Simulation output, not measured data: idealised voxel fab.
The following is a process module called voxel self aligned vias.
Cross-section cut spans 285 nm and uses square cells 5 nm in size.
For the purposes of this document, a cross-section shall be understood as a grid of square cells, specified as bands listed in top-to-bottom order, each band consisting of one or more rows of cells.
Read a band's entry like this: the first values are the height of its top and the height of its bottom in nm, and what follows is the sequence of materials from left to right, each with its width in nm. Note that "blank" is empty space, and that a single material marked "full width" reaches across the band from edge to edge.
Heads up on the height convention: 0 is the point under which the incoming wafer is all one material, and the lowest band has no bottom, it just keeps going down, like "0..down".
So if you see something like "30..40" for the width, read it as the top row of the band sitting at the first number and the bottom row at the second, with every row in between moving by the same amount as the last.
"nothing altered" -> step changed no cross-section cell.
You'll see "Enclosed void catalog" listing empty spaces that have no way open to the top, as long as they're 8 cells or more; the notation is width x height at distance, where the distance is from the left edge, and all of it is in nm.
If you see something after the settings on a step's line, that's the simulator's own remark about that step.
overlay nm: step with mask; distance mask lay right of planned place; negative value = left of planned place.

## The steps planned for the process are as follows
- 1: RECEIVE,material Si
- 2: CONFORMAL_DEP,material SiO2,thk nm 15
- 3: CONFORMAL_DEP,material SiCN,thk nm 5
- 4: DIRECTIONAL_DEP,material lowk,thk nm 30
- 5: DIRECTIONAL_DEP,material aC,thk nm 10
- 6: PATTERN,tone open,mask id LINES,material resist,width nm 20,pitch nm 60,thk nm 30,overlay nm 0
- 7: DIRECTIONAL_ETCH,etch materials aC,depth nm 10
- 8: STRIP,etch materials resist
- 9: DIRECTIONAL_ETCH,etch materials lowk,depth nm 30
- 10: STRIP,etch materials aC
- 11: CONFORMAL_DEP,material TiN,thk nm 5
- 12: FILL_DEP,material W,thk nm 10
- 13: CMP,height nm 50
- 14: SELECTIVE_ETCH,etch materials W Ru TiN,depth nm 10
- 15: FILL_DEP,material SiN,thk nm 10
- 16: CMP,height nm 50
- 17: DIRECTIONAL_DEP,material lowk,thk nm 15
- 18: PATTERN,tone open,mask id VIAS,material resist,width nm 40,thk nm 15,overlay nm 0
- 19: DIRECTIONAL_ETCH,etch materials lowk,depth nm 15
- 20: DIRECTIONAL_ETCH,etch materials SiN,depth nm 10
- 21: STRIP,etch materials resist
- 22: CONFORMAL_DEP,material TiN,thk nm 5
- 23: FILL_DEP,material W,thk nm 5
- 24: CMP,height nm 65
- 25: CONFORMAL_DEP,material SiN,thk nm 5

## Cross-section of the wafer upon arrival, representing the state reached after step 1
* 0..down | Si full width
* Enclosed void catalog: none

## The first of the two wafers as seen in cross-section once the module was finished; processing followed the plan
* 70..65 | SiN full width
* 65..55 | 90 of lowk / 5 of TiN / 30 of W / 5 of TiN / 155 of lowk
* 55..50 | 90 of lowk / 15 of TiN / 10 of W / 15 of TiN / 155 of lowk
* 50..45 | 100 of lowk / 5 of TiN / 10 of W / 5 of TiN / 40 of lowk / 20 of SiN / 105 of lowk
* 45..40 | 100 of lowk / 20 of TiN / 40 of lowk / 20 of SiN / 105 of lowk
* 40..25 | 100 of lowk / 5 of TiN / 10 of W / 5 of TiN / 40 of lowk / 5 of TiN / 10 of W / 5 of TiN / 105 of lowk
* 25..20 | 100 of lowk / 20 of TiN / 40 of lowk / 20 of TiN / 105 of lowk
* 20..15 | SiCN full width
* 15..0 | SiO2 full width
* 0..down | Si full width
* Enclosed void catalog: none

## This cross-section belongs to the second wafer of two at the end of the module; the start and the plan were shared with the first, and the run included one mistake
* 70..65 | SiN full width
* 65..55 | 90 of lowk / 5 of TiN / 30 of W / 5 of TiN / 155 of lowk
* 55..50 | 90 of lowk / 15 of TiN / 10 of W / 15 of TiN / 155 of lowk
* 50..45 | 100 of lowk / 5 of TiN / 10 of W / 5 of TiN / 40 of lowk / 20 of SiN / 105 of lowk
* 45..40 | 100 of lowk / 20 of TiN / 40 of lowk / 20 of SiN / 105 of lowk
* 40..25 | 100 of lowk / 5 of TiN / 10 of W / 5 of TiN / 40 of lowk / 5 of TiN / 10 of W / 5 of TiN / 105 of lowk
* 25..20 | 100 of lowk / 20 of TiN / 40 of lowk / 20 of TiN / 105 of lowk
* 20..5 | SiO2 full width
* 5..0 | SiCN full width
* 0..down | Si full width
* Enclosed void catalog: none
Deviation from plan: steps 2 and 3 of the plan were each performed in the slot designated for the other
Comparing end states, the material composition by cell count is preserved from the first wafer to the second, while the locations of the cells are not.
